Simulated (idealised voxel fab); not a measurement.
This is a process module. Its name is voxel spacer lines.
The cross-section on display is named cut; it measures 175 nm wide, and its cells are 5 nm squares.
Cross-section = grid of square cells, listed top down in bands; band = one or more rows. Basically the band line says how high the top is and how high the bottom is, in nm, and then what's in it from left to right, every material with its width in nm. Empty space shows up as "empty", and if a single material carries "all across" it runs the full band edge to edge. Below 0: as-received wafer, all one material; heights counted from there. Lowest band: no bottom, goes on down, written "0..down". A width such as "30 to 40" changes by the same amount from each row of cells to the next, from the band's top row to its bottom row. "no modifications", as given for a step, is the statement that not any cell of the cross-section underwent a change during that step. Any empty space of 8 cells or more lacking an open way to the top shows up in "Trapped voids" as width x height at distance, distance from the left edge, in nm. Whatever follows a step's settings on its line is a remark the simulator itself makes about that step. overlay nm: on a step with a mask, how far right of its planned place the mask lay; negative means left.
# plan
1: RECEIVE with material Si
2: CONFORMAL_DEP with material Al2O3, thk nm 5
3: DIRECTIONAL_DEP with material TiN, thk nm 20
4: DIRECTIONAL_DEP with material aC, thk nm 30
5: PATTERN with tone cover, mask id MANDREL, material resist, width nm 20, pitch nm 60, thk nm 40, overlay nm 0
6: DIRECTIONAL_ETCH with etch materials aC, depth nm 30
7: STRIP with etch materials resist
8: CONFORMAL_DEP with material SiO2, thk nm 10
9: DIRECTIONAL_ETCH with etch materials SiO2, depth nm 10
10: STRIP with etch materials aC
11: DIRECTIONAL_ETCH with etch materials TiN, depth nm 20
12: STRIP with etch materials SiO2
# Wafer at receipt (post step 1), cross-section
0..down  Si all across
Trapped voids: none
# Cross-section: first of two wafers, module finished, run according to plan
25..5  empty 5, TiN 10, empty 20, TiN 10, empty 20, TiN 10, empty 20, TiN 10, empty 20, TiN 10, empty 20, TiN 10, empty 10
5..0  Al2O3 all across
0..down  Si all across
Trapped voids: none
# Presented here is a cross-section of the second of the two wafers as it stood at the end of the module. It was started in the same manner and assigned the same plan as the first wafer; however, one mistake was made in its execution
45..25  empty 5, TiN 10, empty 20, TiN 10, empty 20, TiN 10, empty 20, TiN 10, empty 20, TiN 10, empty 20, TiN 10, empty 10
25..5  TiN all across
5..0  Al2O3 all across
0..down  Si all across
Trapped voids: none
In executing the process, a mistake was made relative to the plan: step 3 from the plan got run twice
End of process, cell counts, second wafer against first, materials with more or fewer: 140 more of TiN
